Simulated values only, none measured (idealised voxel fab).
process module | voxel double patterning
cross-section cut | 230 nm wide | cells 5 nm
A cross-section is a grid of square cells, given in bands from the top down. A band is one or more rows of cells.
Each band's line starts with the height of the band's top and of its bottom, in nm. Then come its materials from left to right, each with its width in nm. One material with "throughout" fills the band from edge to edge. "air" is empty space.
Height 0 is the level under which the wafer as received is all one material. The lowest band goes on downwards, as in "0 down".
A width such as "30 to 40" changes by the same amount from each row of cells to the next, from the band's top row to its bottom row.
"no change" after a step means that no cell of the cross-section changed.
closed voids: empty space of 8 cells or more with no open way to the top, each as width x height at its distance from the left edge, in nm
after a step's settings: what the simulator itself notes on the step
overlay nm, on a step with a mask: how far to the right of its planned place the mask lay; to the left if negative
plan
1 op RECEIVE | material Si
2 op CONFORMAL_DEP | material SiO2 | thk nm 10
3 op DIRECTIONAL_DEP | material TiN | thk nm 15
4 op DIRECTIONAL_DEP | material SiCN | thk nm 5
5 op MASKED_ETCH | tone open | mask id FIRST | width nm 15 | pitch nm 50 | etch materials SiCN | depth nm 5 | overlay nm 0
6 op PATTERN | tone open | mask id SECOND | material resist | width nm 15 | pitch nm 50 | thk nm 15 | overlay nm 0
7 op DIRECTIONAL_ETCH | etch materials SiCN | depth nm 5
8 op STRIP | etch materials resist
9 op DIRECTIONAL_ETCH | etch materials TiN | depth nm 15
10 op STRIP | etch materials SiCN
as received, after step 1
  0 down: Si throughout
  closed voids: none
first wafer at the end, as planned
  25 to 10: TiN 55 | air 15 | TiN 10 | air 15 | TiN 10 | air 15 | TiN 10 | air 15 | TiN 10 | air 15 | TiN 60
  10 to 0: SiO2 throughout
  0 down: Si throughout
  closed voids: none
second wafer at the end: like start, like plan, one mistake
  25 to 10: air 80 | TiN 15 | air 35 | TiN 15 | air 85
  10 to 0: SiO2 throughout
  0 down: Si throughout
  closed voids: none
what went wrong: step 6 ran as: op PATTERN | tone cover | mask id SECOND | material resist | width nm 15 | pitch nm 50 | thk nm 15 | overlay nm 0
at the end the second wafer has, in cells: 75 fewer of TiN
